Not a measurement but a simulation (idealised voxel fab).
process module | voxel wiring stack
cross-section cut | 230 nm wide | cells 5 nm
A cross-section is a grid of square cells, given in bands from the top down. A band is one or more rows of cells.
Each band's line starts with the height of the band's top and of its bottom, in nm. Then come its materials from left to right, each with its width in nm. One material with "throughout" fills the band from edge to edge. "air" is empty space.
Height 0 is the level under which the wafer as received is all one material. The lowest band goes on downwards, as in "0 down".
A width such as "30 to 40" changes by the same amount from each row of cells to the next, from the band's top row to its bottom row.
"no change" after a step means that no cell of the cross-section changed.
closed voids: empty space of 8 cells or more with no open way to the top, each as width x height at its distance from the left edge, in nm
after a step's settings: what the simulator itself notes on the step
overlay nm, on a step with a mask: how far to the right of its planned place the mask lay; to the left if negative
plan
1 op RECEIVE | material Si
2 op CONFORMAL_DEP | material SiO2 | thk nm 10
3 op CONFORMAL_DEP | material SiCN | thk nm 5
4 op DIRECTIONAL_DEP | material lowk | thk nm 25
5 op DIRECTIONAL_DEP | material aC | thk nm 10
6 op PATTERN | tone open | mask id METAL_1 | material resist | width nm 30 | pitch nm 45 | thk nm 25 | overlay nm 0
7 op DIRECTIONAL_ETCH | etch materials aC | depth nm 10
8 op STRIP | etch materials resist
9 op DIRECTIONAL_ETCH | etch materials lowk | depth nm 25
10 op DIRECTIONAL_ETCH | etch materials SiCN | depth nm 5
11 op STRIP | etch materials aC
12 op CONFORMAL_DEP | material TiN | thk nm 5
13 op FILL_DEP | material Cu | thk nm 5
14 op CMP | height nm 40
15 op CONFORMAL_DEP | material SiCN | thk nm 5
16 op DIRECTIONAL_DEP | material SiO2 | thk nm 30
17 op MASKED_ETCH | tone open | mask id METAL_2 | width nm 20 | pitch nm 45 | etch materials SiO2 | depth nm 20 | overlay nm 0
18 op DIRECTIONAL_DEP | material aC | thk nm 15
19 op PATTERN | tone open | mask id METAL_2_HOLES | material resist | width nm 15 | pitch nm 45 | thk nm 30 | overlay nm 0
20 op DIRECTIONAL_ETCH | etch materials aC | depth nm 15
21 op STRIP | etch materials resist
22 op DIRECTIONAL_ETCH | etch materials SiO2 | depth nm 10
23 op DIRECTIONAL_ETCH | etch materials SiCN | depth nm 5
24 op STRIP | etch materials aC
25 op CONFORMAL_DEP | material TiN | thk nm 5
26 op FILL_DEP | material Cu | thk nm 10
27 op CMP | height nm 75
28 op CONFORMAL_DEP | material SiCN | thk nm 5
29 op DIRECTIONAL_DEP | material lowk | thk nm 30
30 op MASKED_ETCH | tone open | mask id METAL_3 | width nm 30 | pitch nm 45 | etch materials lowk | depth nm 20 | overlay nm 0
31 op DIRECTIONAL_DEP | material aC | thk nm 15
32 op PATTERN | tone open | mask id METAL_3_HOLES | material resist | width nm 15 | pitch nm 45 | thk nm 30 | overlay nm 0
33 op DIRECTIONAL_ETCH | etch materials aC | depth nm 15
34 op STRIP | etch materials resist
35 op DIRECTIONAL_ETCH | etch materials lowk | depth nm 10
36 op DIRECTIONAL_ETCH | etch materials SiCN | depth nm 5
37 op STRIP | etch materials aC
38 op CONFORMAL_DEP | material TiN | thk nm 5
39 op FILL_DEP | material Ru | thk nm 5
40 op CMP | height nm 110
41 op CONFORMAL_DEP | material SiCN | thk nm 5
varied across the wafers: width nm of step 17. The plan shows the first wafer's value. All wafers start alike
first wafer as received, after step 1
  0 down: Si throughout
  closed voids: none
each wafer at the end: cells of each material gained (+) or lost (-) since it was received, then its closed voids
width nm 20 | +108 Cu | +60 Ru | +140 SiCN | +280 SiO2 | +204 TiN | +266 lowk | closed voids: none
width nm 25 | +120 Cu | +60 Ru | +140 SiCN | +264 SiO2 | +208 TiN | +266 lowk | closed voids: none
width nm 30 | +140 Cu | +60 Ru | +136 SiCN | +248 SiO2 | +208 TiN | +266 lowk | closed voids: none
